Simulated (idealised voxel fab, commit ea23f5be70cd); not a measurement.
Module name: voxel wiring stack (process module)
For reference, the cross-section in this document is cut, with width 165 nm and square cells of 5 nm.
A cross-section is written here as square cells arranged in a grid, and it is given in bands from the top down, each band taking up one or more rows of cells. Per band: top height and bottom height in nm, followed by the left-to-right materials and their widths in nm; "everywhere" marks a single material spanning edge to edge, "air" marks empty space. Below 0: as-received wafer, all one material; heights counted from there. Lowest band: no bottom, goes on down, written "from 0 down". When a width is written as two numbers, as in "30..40", the first number is the width in the top row of cells of the band and the second is the width in its bottom row, and the width changes by the same amount from each row to the next. Given "identical to before" for a step, no cell of the cross-section differs between before and after that step. Entry "Closed void catalog". Content: empty spaces with no open connection to the top, size 8 cells or greater. Each: width x height at distance. Distance: from left edge. Unit: nm. Post-settings text on a step line: simulator's own remark regarding the step. overlay nm: how far to the right of its planned place the mask lay on this masked step (negative: to the left).

**So here's the lineup of process steps we planned**
| 1 | RECEIVE (material Si) |
| 2 | CONFORMAL_DEP (material SiO2; thk nm 10) |
| 3 | DIRECTIONAL_DEP (material TiN; thk nm 5) |
| 4 | DIRECTIONAL_DEP (material W; thk nm 25) |
| 5 | DIRECTIONAL_DEP (material aC; thk nm 10) |
| 6 | PATTERN (tone cover; mask id METAL_1; material resist; width nm 20; pitch nm 35; thk nm 25; overlay nm 0) |
| 7 | DIRECTIONAL_ETCH (etch materials aC; depth nm 10) |
| 8 | STRIP (etch materials resist) |
| 9 | DIRECTIONAL_ETCH (etch materials W; depth nm 25) |
| 10 | DIRECTIONAL_ETCH (etch materials TiN; depth nm 5) |
| 11 | STRIP (etch materials aC) |
| 12 | CONFORMAL_DEP (material SiN; thk nm 5) |
| 13 | FILL_DEP (material lowk; thk nm 10) |
| 14 | CMP (height nm 40) |
| 15 | CONFORMAL_DEP (material SiCN; thk nm 5) |
| 16 | DIRECTIONAL_DEP (material SiO2; thk nm 15) |
| 17 | PATTERN (tone open; mask id PLUG_1; material resist; width nm 15; pitch nm 70; thk nm 15; overlay nm 0) |
| 18 | DIRECTIONAL_ETCH (etch materials SiO2; depth nm 15) |
| 19 | DIRECTIONAL_ETCH (etch materials SiCN; depth nm 5) |
| 20 | STRIP (etch materials resist) |
| 21 | CONFORMAL_DEP (material TiN; thk nm 5) |
| 22 | FILL_DEP (material Cu; thk nm 5) |
| 23 | CMP (height nm 60) |
| 24 | DIRECTIONAL_DEP (material TiN; thk nm 5) |
| 25 | DIRECTIONAL_DEP (material Ru; thk nm 25) |
| 26 | PATTERN (tone cover; mask id METAL_2; material resist; width nm 20; pitch nm 35; thk nm 20; overlay nm 0) |
| 27 | DIRECTIONAL_ETCH (etch materials Ru; depth nm 25) |
| 28 | DIRECTIONAL_ETCH (etch materials TiN; depth nm 5) |
| 29 | STRIP (etch materials resist) |
| 30 | FILL_DEP (material SiO2; thk nm 5) |
| 31 | CMP (height nm 90) |
| 32 | CONFORMAL_DEP (material SiN; thk nm 5) |
For this document, wafers share an identical start and vary in the step 17 width nm; the plan quotes the first wafer's value.

**The first of several wafers as received, shown in cross-section; this is its state after step 1**
from 0 down: Si everywhere
Closed void catalog: none

**For your reference, the table is organized with a row per wafer; each row reflects the wafer at the end of the module, indicating for each material the cells gained (+) or lost (-) since receipt, and thereafter its closed voids**
width nm 15, +6 Cu, +80 Ru, +27 SiCN, +90 SiN, +249 SiO2, +50 TiN, +80 W, +45 lowk, Closed void catalog: none
width nm 20, +12 Cu, +80 Ru, +25 SiCN, +90 SiN, +243 SiO2, +52 TiN, +80 W, +45 lowk, Closed void catalog: none
width nm 25, +18 Cu, +80 Ru, +23 SiCN, +90 SiN, +237 SiO2, +54 TiN, +80 W, +45 lowk, Closed void catalog: none
width nm 30, +24 Cu, +80 Ru, +21 SiCN, +90 SiN, +231 SiO2, +56 TiN, +80 W, +45 lowk, Closed void catalog: none
